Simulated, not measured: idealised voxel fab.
process module | voxel capacitor over wiring
cross-section cut | 240 nm wide | cells 5 nm
A cross-section is a grid of square cells, given in bands from the top down. A band is one or more rows of cells.
Each band's line starts with the height of the band's top and of its bottom, in nm. Then come its materials from left to right, each with its width in nm. One material with "throughout" fills the band from edge to edge. "air" is empty space.
Height 0 is the level under which the wafer as received is all one material. The lowest band goes on downwards, as in "0 down".
A width such as "30 to 40" changes by the same amount from each row of cells to the next, from the band's top row to its bottom row.
"no change" after a step means that no cell of the cross-section changed.
closed voids: empty space of 8 cells or more with no open way to the top, each as width x height at its distance from the left edge, in nm
after a step's settings: what the simulator itself notes on the step
overlay nm, on a step with a mask: how far to the right of its planned place the mask lay; to the left if negative
plan
1 op RECEIVE | material Si
2 op CONFORMAL_DEP | material SiO2 | thk nm 10
3 op CONFORMAL_DEP | material SiCN | thk nm 5
4 op DIRECTIONAL_DEP | material SiO2 | thk nm 20
5 op DIRECTIONAL_DEP | material aC | thk nm 15
6 op PATTERN | tone open | mask id METAL_1 | material resist | width nm 30 | pitch nm 90 | thk nm 30 | overlay nm 0
7 op DIRECTIONAL_ETCH | etch materials aC | depth nm 15
8 op STRIP | etch materials resist
9 op DIRECTIONAL_ETCH | etch materials SiO2 | depth nm 20
10 op DIRECTIONAL_ETCH | etch materials SiCN | depth nm 5
11 op STRIP | etch materials aC
12 op CONFORMAL_DEP | material TiN | thk nm 5
13 op FILL_DEP | material Cu | thk nm 10
14 op CMP | height nm 35
15 op CONFORMAL_DEP | material SiCN | thk nm 5
16 op DIRECTIONAL_DEP | material lowk | thk nm 20
17 op DIRECTIONAL_DEP | material aC | thk nm 10
18 op PATTERN | tone open | mask id PLUG_1 | material resist | width nm 15 | thk nm 30 | overlay nm 0
19 op DIRECTIONAL_ETCH | etch materials aC | depth nm 10
20 op STRIP | etch materials resist
21 op DIRECTIONAL_ETCH | etch materials lowk | depth nm 20
22 op DIRECTIONAL_ETCH | etch materials SiCN | depth nm 5
23 op STRIP | etch materials aC
24 op EPI | material Ru | thk nm 10
25 op EPI | material Ru | thk nm 10
26 op EPI | material Ru | thk nm 5
27 op DIRECTIONAL_DEP | material TiN | thk nm 10
28 op DIRECTIONAL_DEP | material HfO2 | thk nm 5
29 op DIRECTIONAL_DEP | material TiN | thk nm 10
30 op PATTERN | tone cover | mask id UPPER_PLATE | material resist | width nm 65 | thk nm 20 | overlay nm 0
31 op DIRECTIONAL_ETCH | etch materials TiN | depth nm 10
32 op DIRECTIONAL_ETCH | etch materials HfO2 | depth nm 5
33 op STRIP | etch materials resist
34 op DIRECTIONAL_DEP | material aC | thk nm 10
35 op PATTERN | tone cover | mask id LOWER_PLATE | material resist | width nm 75 | thk nm 25 | overlay nm 0
36 op DIRECTIONAL_ETCH | etch materials aC | depth nm 10
37 op STRIP | etch materials resist
38 op DIRECTIONAL_ETCH | etch materials TiN | depth nm 10
39 op STRIP | etch materials aC
40 op FILL_DEP | material SiO2 | thk nm 20
41 op CMP | height nm 100
42 op DIRECTIONAL_DEP | material aC | thk nm 10
43 op PATTERN | tone open | mask id PLUG_2 | material resist | width nm 15 | thk nm 25 | overlay nm 0
44 op DIRECTIONAL_ETCH | etch materials aC | depth nm 10
45 op STRIP | etch materials resist
46 op DIRECTIONAL_ETCH | etch materials SiO2 | depth nm 15
47 op STRIP | etch materials aC
48 op CONFORMAL_DEP | material TiN | thk nm 5
49 op FILL_DEP | material Cu | thk nm 5
50 op CMP | height nm 100
51 op CONFORMAL_DEP | material SiCN | thk nm 5
first wafer, as planned
as received, after step 1
  0 down: Si throughout
  closed voids: none
after step 2
  10 to 0: SiO2 throughout
  below 0: unchanged
after step 3
  15 to 10: SiCN throughout
  below 10: unchanged
after step 4
  35 to 15: SiO2 throughout
  below 15: unchanged
after step 5
  50 to 35: aC throughout
  below 35: unchanged
after step 6
  80 to 50: resist 60 | air 30 | resist 60 | air 30 | resist 60
  below 50: unchanged
after step 7
  65 to 50: resist 60 | air 30 | resist 60 | air 30 | resist 60
  50 to 35: aC 60 | air 30 | aC 60 | air 30 | aC 60
  below 35: unchanged
after step 8
  50 to 35: aC 60 | air 30 | aC 60 | air 30 | aC 60
  below 35: unchanged
after step 9
  50 to 35: aC 60 | air 30 | aC 60 | air 30 | aC 60
  35 to 15: SiO2 60 | air 30 | SiO2 60 | air 30 | SiO2 60
  below 15: unchanged
after step 10
  50 to 35: aC 60 | air 30 | aC 60 | air 30 | aC 60
  35 to 15: SiO2 60 | air 30 | SiO2 60 | air 30 | SiO2 60
  15 to 10: SiCN 60 | air 30 | SiCN 60 | air 30 | SiCN 60
  below 10: unchanged
after step 11
  35 to 15: SiO2 60 | air 30 | SiO2 60 | air 30 | SiO2 60
  below 15: unchanged
after step 12
  40 to 35: TiN 65 | air 20 | TiN 70 | air 20 | TiN 65
  35 to 15: SiO2 60 | TiN 5 | air 20 | TiN 5 | SiO2 60 | TiN 5 | air 20 | TiN 5 | SiO2 60
  15 to 10: SiCN 60 | TiN 30 | SiCN 60 | TiN 30 | SiCN 60
  below 10: unchanged
after step 13
  50 to 40: Cu throughout
  40 to 35: TiN 65 | Cu 20 | TiN 70 | Cu 20 | TiN 65
  35 to 15: SiO2 60 | TiN 5 | Cu 20 | TiN 5 | SiO2 60 | TiN 5 | Cu 20 | TiN 5 | SiO2 60
  below 15: unchanged
after step 14
  35 to 15: SiO2 60 | TiN 5 | Cu 20 | TiN 5 | SiO2 60 | TiN 5 | Cu 20 | TiN 5 | SiO2 60
  below 15: unchanged
after step 15
  40 to 35: SiCN throughout
  below 35: unchanged
after step 16
  60 to 40: lowk throughout
  below 40: unchanged
after step 17
  70 to 60: aC throughout
  below 60: unchanged
after step 18
  100 to 70: resist 75 | air 15 | resist 150
  below 70: unchanged
after step 19
  90 to 70: resist 75 | air 15 | resist 150
  70 to 60: aC 75 | air 15 | aC 150
  below 60: unchanged
after step 20
  70 to 60: aC 75 | air 15 | aC 150
  below 60: unchanged
after step 21
  70 to 60: aC 75 | air 15 | aC 150
  60 to 40: lowk 75 | air 15 | lowk 150
  below 40: unchanged
after step 22
  70 to 60: aC 75 | air 15 | aC 150
  60 to 40: lowk 75 | air 15 | lowk 150
  40 to 35: SiCN 75 | air 15 | SiCN 150
  below 35: unchanged
after step 23
  60 to 40: lowk 75 | air 15 | lowk 150
  below 40: unchanged
after step 24
  60 to 45: lowk 75 | air 15 | lowk 150
  45 to 40: lowk 75 | Ru 15 | lowk 150
  40 to 35: SiCN 75 | Ru 15 | SiCN 150
  below 35: unchanged
after step 25
  60 to 55: lowk 75 | air 15 | lowk 150
  55 to 40: lowk 75 | Ru 15 | lowk 150
  below 40: unchanged
after step 26
  60 to 40: lowk 75 | Ru 15 | lowk 150
  below 40: unchanged
after step 27
  70 to 60: TiN throughout
  below 60: unchanged
after step 28
  75 to 70: HfO2 throughout
  below 70: unchanged
after step 29
  85 to 75: TiN throughout
  below 75: unchanged
after step 30
  105 to 85: air 75 | resist 65 | air 100
  below 85: unchanged
after step 31
  105 to 85: air 75 | resist 65 | air 100
  85 to 75: air 75 | TiN 65 | air 100
  below 75: unchanged
after step 32
  105 to 85: air 75 | resist 65 | air 100
  85 to 75: air 75 | TiN 65 | air 100
  75 to 70: air 75 | HfO2 65 | air 100
  below 70: unchanged
after step 33
  85 to 75: air 75 | TiN 65 | air 100
  below 75: unchanged
after step 34
  95 to 85: air 75 | aC 65 | air 100
  85 to 80: air 75 | TiN 65 | air 100
  80 to 75: aC 75 | TiN 65 | aC 100
  75 to 70: aC 75 | HfO2 65 | aC 100
  below 70: unchanged
after step 35
  120 to 95: air 70 | resist 75 | air 95
  95 to 85: air 70 | resist 5 | aC 65 | resist 5 | air 95
  85 to 80: air 70 | resist 5 | TiN 65 | resist 5 | air 95
  below 80: unchanged
after step 36
  110 to 95: air 70 | resist 75 | air 95
  95 to 85: air 70 | resist 5 | aC 65 | resist 5 | air 95
  85 to 80: air 70 | resist 5 | TiN 65 | resist 5 | air 95
  80 to 75: air 70 | aC 5 | TiN 65 | aC 5 | air 95
  75 to 70: air 70 | aC 5 | HfO2 65 | aC 5 | air 95
  below 70: unchanged
after step 37
  95 to 85: air 75 | aC 65 | air 100
  85 to 80: air 75 | TiN 65 | air 100
  below 80: unchanged
after step 38
  95 to 85: air 75 | aC 65 | air 100
  85 to 80: air 75 | TiN 65 | air 100
  80 to 75: air 70 | aC 5 | TiN 65 | aC 5 | air 95
  75 to 70: air 70 | aC 5 | HfO2 65 | aC 5 | air 95
  70 to 60: air 70 | TiN 75 | air 95
  below 60: unchanged
after step 39
  85 to 75: air 75 | TiN 65 | air 100
  75 to 70: air 75 | HfO2 65 | air 100
  below 70: unchanged
after step 40
  105 to 85: SiO2 throughout
  85 to 75: SiO2 75 | TiN 65 | SiO2 100
  75 to 70: SiO2 75 | HfO2 65 | SiO2 100
  70 to 60: SiO2 70 | TiN 75 | SiO2 95
  below 60: unchanged
after step 41
  100 to 85: SiO2 throughout
  below 85: unchanged
after step 42
  110 to 100: aC throughout
  below 100: unchanged
after step 43
  135 to 110: resist 85 | air 15 | resist 140
  below 110: unchanged
after step 44
  125 to 110: resist 85 | air 15 | resist 140
  110 to 100: aC 85 | air 15 | aC 140
  below 100: unchanged
after step 45
  110 to 100: aC 85 | air 15 | aC 140
  below 100: unchanged
after step 46
  110 to 100: aC 85 | air 15 | aC 140
  100 to 85: SiO2 85 | air 15 | SiO2 140
  below 85: unchanged
after step 47
  100 to 85: SiO2 85 | air 15 | SiO2 140
  below 85: unchanged
after step 48
  105 to 100: TiN 90 | air 5 | TiN 145
  100 to 90: SiO2 85 | TiN 5 | air 5 | TiN 5 | SiO2 140
  90 to 85: SiO2 85 | TiN 15 | SiO2 140
  below 85: unchanged
after step 49
  110 to 105: Cu throughout
  105 to 100: TiN 90 | Cu 5 | TiN 145
  100 to 90: SiO2 85 | TiN 5 | Cu 5 | TiN 5 | SiO2 140
  below 90: unchanged
after step 50
  100 to 90: SiO2 85 | TiN 5 | Cu 5 | TiN 5 | SiO2 140
  below 90: unchanged
after step 51
  105 to 100: SiCN throughout
  below 100: unchanged
second wafer: like start, like plan, one mistake. Through step 17 it matches the first wafer
when step 18 should have ended
  100 to 70: resist 80 | air 15 | resist 145
  below 70: unchanged
when step 19 should have ended
  90 to 70: resist 80 | air 15 | resist 145
  70 to 60: aC 80 | air 15 | aC 145
  below 60: unchanged
when step 20 should have ended
  70 to 60: aC 80 | air 15 | aC 145
  below 60: unchanged
when step 21 should have ended
  70 to 60: aC 80 | air 15 | aC 145
  60 to 40: lowk 80 | air 15 | lowk 145
  below 40: unchanged
when step 22 should have ended
  70 to 60: aC 80 | air 15 | aC 145
  60 to 40: lowk 80 | air 15 | lowk 145
  40 to 35: SiCN 80 | air 15 | SiCN 145
  below 35: unchanged
when step 23 should have ended
  60 to 40: lowk 80 | air 15 | lowk 145
  below 40: unchanged
when step 24 should have ended
  60 to 45: lowk 80 | air 15 | lowk 145
  45 to 40: lowk 80 | Ru 15 | lowk 145
  40 to 35: SiCN 80 | Ru 15 | SiCN 145
  below 35: unchanged
when step 25 should have ended
  60 to 55: lowk 80 | air 15 | lowk 145
  55 to 40: lowk 80 | Ru 15 | lowk 145
  below 40: unchanged
when step 26 should have ended
  60 to 40: lowk 80 | Ru 15 | lowk 145
  below 40: unchanged
when step 27 should have ended
  70 to 60: TiN throughout
  below 60: unchanged
when step 28 should have ended
  75 to 70: HfO2 throughout
  below 70: unchanged
when step 29 should have ended
  85 to 75: TiN throughout
  below 75: unchanged
when step 30 should have ended
  105 to 85: air 75 | resist 65 | air 100
  below 85: unchanged
when step 31 should have ended
  105 to 85: air 75 | resist 65 | air 100
  85 to 75: air 75 | TiN 65 | air 100
  below 75: unchanged
when step 32 should have ended
  105 to 85: air 75 | resist 65 | air 100
  85 to 75: air 75 | TiN 65 | air 100
  75 to 70: air 75 | HfO2 65 | air 100
  below 70: unchanged
when step 33 should have ended
  85 to 75: air 75 | TiN 65 | air 100
  below 75: unchanged
when step 34 should have ended
  95 to 85: air 75 | aC 65 | air 100
  85 to 80: air 75 | TiN 65 | air 100
  80 to 75: aC 75 | TiN 65 | aC 100
  75 to 70: aC 75 | HfO2 65 | aC 100
  below 70: unchanged
when step 35 should have ended
  120 to 95: air 70 | resist 75 | air 95
  95 to 85: air 70 | resist 5 | aC 65 | resist 5 | air 95
  85 to 80: air 70 | resist 5 | TiN 65 | resist 5 | air 95
  below 80: unchanged
when step 36 should have ended
  110 to 95: air 70 | resist 75 | air 95
  95 to 85: air 70 | resist 5 | aC 65 | resist 5 | air 95
  85 to 80: air 70 | resist 5 | TiN 65 | resist 5 | air 95
  80 to 75: air 70 | aC 5 | TiN 65 | aC 5 | air 95
  75 to 70: air 70 | aC 5 | HfO2 65 | aC 5 | air 95
  below 70: unchanged
when step 37 should have ended
  95 to 85: air 75 | aC 65 | air 100
  85 to 80: air 75 | TiN 65 | air 100
  below 80: unchanged
when step 38 should have ended
  95 to 85: air 75 | aC 65 | air 100
  85 to 80: air 75 | TiN 65 | air 100
  80 to 75: air 70 | aC 5 | TiN 65 | aC 5 | air 95
  75 to 70: air 70 | aC 5 | HfO2 65 | aC 5 | air 95
  70 to 60: air 70 | TiN 75 | air 95
  below 60: unchanged
when step 39 should have ended
  85 to 75: air 75 | TiN 65 | air 100
  75 to 70: air 75 | HfO2 65 | air 100
  below 70: unchanged
when step 40 should have ended
  105 to 85: SiO2 throughout
  85 to 75: SiO2 75 | TiN 65 | SiO2 100
  75 to 70: SiO2 75 | HfO2 65 | SiO2 100
  70 to 60: SiO2 70 | TiN 75 | SiO2 95
  below 60: unchanged
when step 41 should have ended
  100 to 85: SiO2 throughout
  below 85: unchanged
when step 42 should have ended
  110 to 100: aC throughout
  below 100: unchanged
when step 43 should have ended
  135 to 110: resist 85 | air 15 | resist 140
  below 110: unchanged
when step 44 should have ended
  125 to 110: resist 85 | air 15 | resist 140
  110 to 100: aC 85 | air 15 | aC 140
  below 100: unchanged
when step 45 should have ended
  110 to 100: aC 85 | air 15 | aC 140
  below 100: unchanged
when step 46 should have ended
  110 to 100: aC 85 | air 15 | aC 140
  100 to 85: SiO2 85 | air 15 | SiO2 140
  below 85: unchanged
when step 47 should have ended
  100 to 85: SiO2 85 | air 15 | SiO2 140
  below 85: unchanged
when step 48 should have ended
  105 to 100: TiN 90 | air 5 | TiN 145
  100 to 90: SiO2 85 | TiN 5 | air 5 | TiN 5 | SiO2 140
  90 to 85: SiO2 85 | TiN 15 | SiO2 140
  below 85: unchanged
when step 49 should have ended
  110 to 105: Cu throughout
  105 to 100: TiN 90 | Cu 5 | TiN 145
  100 to 90: SiO2 85 | TiN 5 | Cu 5 | TiN 5 | SiO2 140
  below 90: unchanged
when step 50 should have ended
  100 to 90: SiO2 85 | TiN 5 | Cu 5 | TiN 5 | SiO2 140
  below 90: unchanged
when step 51 should have ended
  105 to 100: SiCN throughout
  below 100: unchanged
what went wrong: step 18 ran as: op PATTERN | tone open | mask id PLUG_1 | material resist | width nm 15 | thk nm 30 | overlay nm 5
at the end the second wafer has, in cells: as many of each material as the first, in other places
